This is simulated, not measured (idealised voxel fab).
Process module, titled voxel self aligned contacts
Cross-section cut: width 280 nm, square cells of 5 nm.
Cross-section, as written here: a square-cell grid given band by band from the top down, where a band holds one or more rows of cells.
Band: top height; bottom height; in nm. Then, left to right: material with width in nm, for each material. "full width": a single material spanning edge to edge. "empty": empty space.
Note: height 0 marks the level under which the wafer is uniformly one material as received. Lowest band unbounded below, written "top 0, no bottom".
The expression "30->40" gives the width at the extremes of the band, the first number at its top row of cells and the second at its bottom row, with the width changing by equal amounts from each row to the next in between.
A step reported as "nothing was modified" is a step in which no cell of the cross-section changed.
"closed voids": sealed empty spaces, 8 cells or more, no open way to top, listed width x height at distance, with distance from the left edge and width, height and distance in nm.
Read whatever lies past the settings on a step's line as the simulator's own remark about the step.
overlay nm: mask offset rightward from planned place, masked step; negative means leftward offset.

Process steps (planned)
1: RECEIVE [material Si]
2: CONFORMAL_DEP [material SiO2] [thk nm 5]
3: DIRECTIONAL_DEP [material polySi] [thk nm 30]
4: DIRECTIONAL_DEP [material SiN] [thk nm 20]
5: MASKED_ETCH [tone cover] [mask id GATE] [width nm 25] [pitch nm 50] [etch materials SiN] [depth nm 20] [overlay nm 0]
6: MASKED_ETCH [tone cover] [mask id GATE] [width nm 25] [pitch nm 50] [etch materials polySi] [depth nm 30] [overlay nm 0]
7: CONFORMAL_DEP [material SiN] [thk nm 5]
8: DIRECTIONAL_ETCH [etch materials SiN] [depth nm 5]
9: FILL_DEP [material SiO2] [thk nm 20]
10: CMP [height nm 65]
11: PATTERN [tone open] [mask id CONTACT] [material resist] [width nm 35] [pitch nm 50] [thk nm 15] [overlay nm 0]
12: DIRECTIONAL_ETCH [etch materials SiO2] [depth nm 65]
13: STRIP [etch materials resist]
14: CONFORMAL_DEP [material TiN] [thk nm 5]
15: FILL_DEP [material W] [thk nm 10]
16: CMP [height nm 65]
17: CONFORMAL_DEP [material SiCN] [thk nm 5]

Of two wafers, the first: run according to plan

as received, after step 1
top 0, no bottom = Si full width
closed voids: none

The wafer, seen in cross-section, after step 2
top 5, bottom 0 = SiO2 full width
Lower than 0, everything is as it was.

The wafer, seen in cross-section, after step 3
top 35, bottom 5 = polySi full width
Lower than 5, everything is as it was.

The wafer, seen in cross-section, after step 4
top 55, bottom 35 = SiN full width
Lower than 35, everything is as it was.

The wafer, seen in cross-section, after step 5
top 55, bottom 35 = 75 empty; 25 SiN; 25 empty; 25 SiN; 25 empty; 25 SiN; 80 empty
Lower than 35, everything is as it was.

The wafer, seen in cross-section, after step 6
top 55, bottom 35 = 75 empty; 25 SiN; 25 empty; 25 SiN; 25 empty; 25 SiN; 80 empty
top 35, bottom 5 = 75 empty; 25 polySi; 25 empty; 25 polySi; 25 empty; 25 polySi; 80 empty
Lower than 5, everything is as it was.

The wafer, seen in cross-section, after step 7
top 60, bottom 35 = 70 empty; 35 SiN; 15 empty; 35 SiN; 15 empty; 35 SiN; 75 empty
top 35, bottom 10 = 70 empty; 5 SiN; 25 polySi; 5 SiN; 15 empty; 5 SiN; 25 polySi; 5 SiN; 15 empty; 5 SiN; 25 polySi; 5 SiN; 75 empty
top 10, bottom 5 = 75 SiN; 25 polySi; 25 SiN; 25 polySi; 25 SiN; 25 polySi; 80 SiN
Lower than 5, everything is as it was.

The wafer, seen in cross-section, after step 8
top 55, bottom 35 = 70 empty; 35 SiN; 15 empty; 35 SiN; 15 empty; 35 SiN; 75 empty
top 35, bottom 5 = 70 empty; 5 SiN; 25 polySi; 5 SiN; 15 empty; 5 SiN; 25 polySi; 5 SiN; 15 empty; 5 SiN; 25 polySi; 5 SiN; 75 empty
Lower than 5, everything is as it was.

The wafer, seen in cross-section, after step 9
top 75, bottom 55 = SiO2 full width
top 55, bottom 35 = 70 SiO2; 35 SiN; 15 SiO2; 35 SiN; 15 SiO2; 35 SiN; 75 SiO2
top 35, bottom 5 = 70 SiO2; 5 SiN; 25 polySi; 5 SiN; 15 SiO2; 5 SiN; 25 polySi; 5 SiN; 15 SiO2; 5 SiN; 25 polySi; 5 SiN; 75 SiO2
Lower than 5, everything is as it was.

The wafer, seen in cross-section, after step 10
top 65, bottom 55 = SiO2 full width
Lower than 55, everything is as it was.

The wafer, seen in cross-section, after step 11
top 80, bottom 65 = 95 resist; 35 empty; 15 resist; 35 empty; 100 resist
Lower than 65, everything is as it was.

The wafer, seen in cross-section, after step 12
top 80, bottom 65 = 95 resist; 35 empty; 15 resist; 35 empty; 100 resist
top 65, bottom 55 = 95 SiO2; 35 empty; 15 SiO2; 35 empty; 100 SiO2
top 55, bottom 35 = 70 SiO2; 35 SiN; 15 empty; 35 SiN; 15 empty; 35 SiN; 75 SiO2
top 35, bottom 5 = 70 SiO2; 5 SiN; 25 polySi; 5 SiN; 15 empty; 5 SiN; 25 polySi; 5 SiN; 15 empty; 5 SiN; 25 polySi; 5 SiN; 75 SiO2
top 5, bottom 0 = 105 SiO2; 15 empty; 35 SiO2; 15 empty; 110 SiO2
Lower than 0, everything is as it was.

The wafer, seen in cross-section, after step 13
top 65, bottom 55 = 95 SiO2; 35 empty; 15 SiO2; 35 empty; 100 SiO2
Lower than 55, everything is as it was.

The wafer, seen in cross-section, after step 14
top 70, bottom 65 = 100 TiN; 25 empty; 25 TiN; 25 empty; 105 TiN
top 65, bottom 55 = 95 SiO2; 5->15 TiN; 25->5 empty; 5->15 TiN; 15 SiO2; 5->15 TiN; 25->5 empty; 5->15 TiN; 100 SiO2
top 55, bottom 35 = 70 SiO2; 35 SiN; 5 TiN; 5 empty; 5 TiN; 35 SiN; 5 TiN; 5 empty; 5 TiN; 35 SiN; 75 SiO2
top 35, bottom 5 = 70 SiO2; 5 SiN; 25 polySi; 5 SiN; 5 TiN; 5 empty; 5 TiN; 5 SiN; 25 polySi; 5 SiN; 5 TiN; 5 empty; 5 TiN; 5 SiN; 25 polySi; 5 SiN; 75 SiO2
top 5, bottom 0 = 105 SiO2; 15 TiN; 35 SiO2; 15 TiN; 110 SiO2
Lower than 0, everything is as it was.

The wafer, seen in cross-section, after step 15
top 80, bottom 70 = W full width
top 70, bottom 65 = 100 TiN; 25 W; 25 TiN; 25 W; 105 TiN
top 65, bottom 55 = 95 SiO2; 5->15 TiN; 25->5 W; 5->15 TiN; 15 SiO2; 5->15 TiN; 25->5 W; 5->15 TiN; 100 SiO2
top 55, bottom 35 = 70 SiO2; 35 SiN; 5 TiN; 5 W; 5 TiN; 35 SiN; 5 TiN; 5 W; 5 TiN; 35 SiN; 75 SiO2
top 35, bottom 5 = 70 SiO2; 5 SiN; 25 polySi; 5 SiN; 5 TiN; 5 W; 5 TiN; 5 SiN; 25 polySi; 5 SiN; 5 TiN; 5 W; 5 TiN; 5 SiN; 25 polySi; 5 SiN; 75 SiO2
Lower than 5, everything is as it was.

The wafer, seen in cross-section, after step 16
top 65, bottom 55 = 95 SiO2; 5->15 TiN; 25->5 W; 5->15 TiN; 15 SiO2; 5->15 TiN; 25->5 W; 5->15 TiN; 100 SiO2
Lower than 55, everything is as it was.

The wafer, seen in cross-section, after step 17
top 70, bottom 65 = SiCN full width
Lower than 65, everything is as it was.

Wafer two. Identical start, identical plan. One mistake in execution. Identical history through step 10

Second wafer, section view, time point: scheduled end of step 11
top 80, bottom 65 = 95 empty; 35 resist; 15 empty; 35 resist; 100 empty
Lower than 65, everything is as it was.

Second wafer, section view, time point: scheduled end of step 12
top 80, bottom 65 = 95 empty; 35 resist; 15 empty; 35 resist; 100 empty
top 65, bottom 55 = 95 empty; 35 SiO2; 15 empty; 35 SiO2; 100 empty
top 55, bottom 35 = 70 empty; 35 SiN; 15 SiO2; 35 SiN; 15 SiO2; 35 SiN; 75 empty
top 35, bottom 5 = 70 empty; 5 SiN; 25 polySi; 5 SiN; 15 SiO2; 5 SiN; 25 polySi; 5 SiN; 15 SiO2; 5 SiN; 25 polySi; 5 SiN; 75 empty
top 5, bottom 0 = 70 empty; 135 SiO2; 75 empty
Lower than 0, everything is as it was.

Second wafer, section view, time point: scheduled end of step 13
top 65, bottom 55 = 95 empty; 35 SiO2; 15 empty; 35 SiO2; 100 empty
Lower than 55, everything is as it was.

Second wafer, section view, time point: scheduled end of step 14
top 70, bottom 65 = 90 empty; 45 TiN; 5 empty; 45 TiN; 95 empty
top 65, bottom 60 = 90 empty; 5 TiN; 35 SiO2; 5 TiN; 5 empty; 5 TiN; 35 SiO2; 5 TiN; 95 empty
top 60, bottom 55 = 65 empty; 30 TiN; 35 SiO2; 15 TiN; 35 SiO2; 30 TiN; 70 empty
top 55, bottom 35 = 65 empty; 5 TiN; 35 SiN; 15 SiO2; 35 SiN; 15 SiO2; 35 SiN; 5 TiN; 70 empty
top 35, bottom 5 = 65 empty; 5 TiN; 5 SiN; 25 polySi; 5 SiN; 15 SiO2; 5 SiN; 25 polySi; 5 SiN; 15 SiO2; 5 SiN; 25 polySi; 5 SiN; 5 TiN; 70 empty
top 5, bottom 0 = 70 TiN; 135 SiO2; 75 TiN
Lower than 0, everything is as it was.

Second wafer, section view, time point: scheduled end of step 15
top 80, bottom 70 = W full width
top 70, bottom 65 = 90 W; 45 TiN; 5 W; 45 TiN; 95 W
top 65, bottom 60 = 90 W; 5 TiN; 35 SiO2; 5 TiN; 5 W; 5 TiN; 35 SiO2; 5 TiN; 95 W
top 60, bottom 55 = 65 W; 30 TiN; 35 SiO2; 15 TiN; 35 SiO2; 30 TiN; 70 W
top 55, bottom 35 = 65 W; 5 TiN; 35 SiN; 15 SiO2; 35 SiN; 15 SiO2; 35 SiN; 5 TiN; 70 W
top 35, bottom 5 = 65 W; 5 TiN; 5 SiN; 25 polySi; 5 SiN; 15 SiO2; 5 SiN; 25 polySi; 5 SiN; 15 SiO2; 5 SiN; 25 polySi; 5 SiN; 5 TiN; 70 W
Lower than 5, everything is as it was.

Second wafer, section view, time point: scheduled end of step 16
top 65, bottom 60 = 90 W; 5 TiN; 35 SiO2; 5 TiN; 5 W; 5 TiN; 35 SiO2; 5 TiN; 95 W
Lower than 60, everything is as it was.

Second wafer, section view, time point: scheduled end of step 17
top 70, bottom 65 = SiCN full width
Lower than 65, everything is as it was.
What went wrong in running the wafer? step 11 was not run as planned; what actually ran was PATTERN [tone cover] [mask id CONTACT] [material resist] [width nm 35] [pitch nm 50] [thk nm 15] [overlay nm 0]
at the end the second wafer has, in cells: -309 SiO2 | +6 TiN | +303 W
